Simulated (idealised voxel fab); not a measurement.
Herein follows the process module entitled voxel transistor to metal.
The cross-section shown here is cut; it is 160 nm wide and divided into square cells measuring 5 nm on a side.
For the purposes of this document, a cross-section shall be understood as a grid of square cells, specified as bands listed in top-to-bottom order, each band consisting of one or more rows of cells.
Read a band's entry like this: the first values are the height of its top and the height of its bottom in nm, and what follows is the sequence of materials from left to right, each with its width in nm. Note that "empty" is empty space, and that a single material marked "everywhere" reaches across the band from edge to edge.
Ref level 0: as-received wafer is one material below here. Bottom band extends down with no lower bound ("z 0 and below").
You'd read "30..40" like this: the band's top row of cells is as wide as the first number, its bottom row is as wide as the second, and going down, every row changes width by the same amount as the row before did.
It should be understood that the words "remained the same", when stated for a given step, signify that the cross-section underwent no change in any of its cells during that step.
Basically, "Closed void listing" tells you about the enclosed voids: empty spaces with no open way to the top, 8 cells or bigger, each written width x height at distance, where distance is from the left edge, all in nm.
Note: text after step settings on the step line = simulator remark on that step.
When a step includes a mask, the "overlay nm" setting on its line states how far to the right of its planned place that mask lay, and negative values state how far to the left.

# Intended process steps
1: RECEIVE,material Si
2: OXIDIZE,depth nm 5
3: CONFORMAL_DEP,material SiN,thk nm 10
4: PATTERN,tone cover,mask id ACTIVE,material resist,width nm 100,thk nm 20,overlay nm 0
5: DIRECTIONAL_ETCH,etch materials SiN,depth nm 10
6: DIRECTIONAL_ETCH,etch materials SiO2,depth nm 5
7: DIRECTIONAL_ETCH,etch materials Si,depth nm 30
8: STRIP,etch materials resist
9: OXIDIZE,depth nm 5
10: FILL_DEP,material SiO2,thk nm 5
11: CMP,height nm 10
12: SELECTIVE_ETCH,etch materials SiO2,depth nm 5
13: STRIP,etch materials SiN
14: SELECTIVE_ETCH,etch materials SiO2,depth nm 5
15: OXIDIZE,depth nm 5
16: DIRECTIONAL_DEP,material polySi,thk nm 25
17: DIRECTIONAL_DEP,material SiCN,thk nm 15
18: MASKED_ETCH,tone cover,mask id GATE,width nm 20,etch materials SiCN,depth nm 25,overlay nm 0
19: MASKED_ETCH,tone cover,mask id GATE,width nm 20,etch materials polySi,depth nm 35,overlay nm 0
20: CONFORMAL_DEP,material SiN,thk nm 5
21: DIRECTIONAL_ETCH,etch materials SiN,depth nm 5
22: DIRECTIONAL_ETCH,etch materials SiO2,depth nm 5
23: EPI,material nSi,thk nm 5
24: FILL_DEP,material SiO2,thk nm 5
25: CMP,height nm 35
26: DIRECTIONAL_DEP,material SiO2,thk nm 15
27: PATTERN,tone open,mask id CONTACT,material resist,width nm 20,pitch nm 70,thk nm 20,overlay nm 0
28: DIRECTIONAL_ETCH,etch materials SiO2,depth nm 55
29: STRIP,etch materials resist
30: CONFORMAL_DEP,material TiN,thk nm 5
31: FILL_DEP,material W,thk nm 10
32: CMP,height nm 50
33: CONFORMAL_DEP,material SiN,thk nm 5
34: DIRECTIONAL_DEP,material lowk,thk nm 20
35: PATTERN,tone open,mask id METAL_1,material resist,width nm 20,pitch nm 70,thk nm 15,overlay nm 0
36: DIRECTIONAL_ETCH,etch materials lowk,depth nm 20
37: DIRECTIONAL_ETCH,etch materials SiN,depth nm 5
38: STRIP,etch materials resist
39: CONFORMAL_DEP,material TiN,thk nm 5
40: FILL_DEP,material Ru,thk nm 10
41: CMP,height nm 75
42: CONFORMAL_DEP,material SiCN,thk nm 5
43: DIRECTIONAL_DEP,material lowk,thk nm 25
44: DIRECTIONAL_DEP,material aC,thk nm 15
45: PATTERN,tone open,mask id METAL_2_HOLES,material resist,width nm 15,pitch nm 70,thk nm 35,overlay nm 0
46: DIRECTIONAL_ETCH,etch materials aC,depth nm 15
47: STRIP,etch materials resist
48: DIRECTIONAL_ETCH,etch materials lowk,depth nm 25
49: STRIP,etch materials aC
50: PATTERN,tone open,mask id METAL_2,material resist,width nm 20,pitch nm 70,thk nm 15,overlay nm 0
51: DIRECTIONAL_ETCH,etch materials lowk,depth nm 15
52: DIRECTIONAL_ETCH,etch materials SiCN,depth nm 5
53: STRIP,etch materials resist
54: CONFORMAL_DEP,material TiN,thk nm 5
55: FILL_DEP,material Cu,thk nm 10
56: CMP,height nm 105
57: CONFORMAL_DEP,material SiCN,thk nm 5

# As received (post step 1): cross-section
- z 0 and below = Si everywhere
- Closed void listing: none

# Sectioned view, first of two wafers, at the close of the module, processed as intended in the plan
- z 110 to 105 = SiCN everywhere
- z 105 to 95 = lowk 35  TiN 5  Cu 10  TiN 5  lowk 50  TiN 5  Cu 10  TiN 5  lowk 35
- z 95 to 90 = lowk 35  TiN 5  Cu 5  TiN 10  lowk 50  TiN 5  Cu 5  TiN 10  lowk 35
- z 90 to 80 = lowk 35  TiN 5  Cu 5  TiN 5  lowk 55  TiN 5  Cu 5  TiN 5  lowk 40
- z 80 to 75 = SiCN 35  TiN 15  SiCN 55  TiN 15  SiCN 40
- z 75 to 55 = lowk 35  TiN 5  Ru 10  TiN 5  lowk 50  TiN 5  Ru 10  TiN 5  lowk 35
- z 55 to 50 = SiN 35  TiN 20  SiN 50  TiN 20  SiN 35
- z 50 to 35 = SiO2 35  TiN 5  W 10  TiN 5  SiO2 50  TiN 5  W 10  TiN 5  SiO2 35
- z 35 to 20 = SiO2 35  TiN 5  W 10  TiN 5  SiO2 10  SiN 5  SiCN 20  SiN 5  SiO2 10  TiN 5  W 10  TiN 5  SiO2 35
- z 20 to 0 = SiO2 35  TiN 5  W 10  TiN 5  SiO2 10  SiN 5  polySi 20  SiN 5  SiO2 10  TiN 5  W 10  TiN 5  SiO2 35
- z 0 to -5 = SiO2 25  SiN 5  SiO2 5  TiN 20  SiO2 10  SiN 5  polySi 20  SiN 5  SiO2 10  TiN 20  SiO2 5  SiN 5  SiO2 25
- z -5 to -10 = SiO2 30  nSi 35  SiO2 30  nSi 35  SiO2 30
- z -10 to -40 = SiO2 35  Si 90  SiO2 35
- z -40 and below = Si everywhere
- Closed void listing: none

# Now the second wafer, cross-sectioned at the end of the module. Nothing different at the start, nothing different in the plan compared with the first, just one mistake when it was actually run
- z 110 to 105 = SiCN everywhere
- z 105 to 95 = lowk 35  TiN 5  Cu 5  TiN 5  lowk 55  TiN 5  Cu 5  TiN 5  lowk 40
- z 95 to 90 = SiCN 35  TiN 15  SiCN 55  TiN 15  SiCN 40
- z 90 to 80 = Ru everywhere
- z 80 to 75 = TiN 40  Ru 10  TiN 60  Ru 10  TiN 40
- z 75 to 55 = lowk 35  TiN 5  Ru 10  TiN 5  lowk 50  TiN 5  Ru 10  TiN 5  lowk 35
- z 55 to 50 = SiN 35  TiN 20  SiN 50  TiN 20  SiN 35
- z 50 to 35 = SiO2 35  TiN 5  W 10  TiN 5  SiO2 50  TiN 5  W 10  TiN 5  SiO2 35
- z 35 to 20 = SiO2 35  TiN 5  W 10  TiN 5  SiO2 10  SiN 5  SiCN 20  SiN 5  SiO2 10  TiN 5  W 10  TiN 5  SiO2 35
- z 20 to 0 = SiO2 35  TiN 5  W 10  TiN 5  SiO2 10  SiN 5  polySi 20  SiN 5  SiO2 10  TiN 5  W 10  TiN 5  SiO2 35
- z 0 to -5 = SiO2 25  SiN 5  SiO2 5  TiN 20  SiO2 10  SiN 5  polySi 20  SiN 5  SiO2 10  TiN 20  SiO2 5  SiN 5  SiO2 25
- z -5 to -10 = SiO2 30  nSi 35  SiO2 30  nSi 35  SiO2 30
- z -10 to -40 = SiO2 35  Si 90  SiO2 35
- z -40 and below = Si everywhere
- Closed void listing: none
Short version of what went wrong: with respect to the plan, step 41 was omitted and not executed
Once processing is complete, comparing cell counts shows that the second wafer has more or fewer of certain materials than the first: 10 fewer of Cu, 68 more of Ru, 14 more of TiN, 72 fewer of lowk
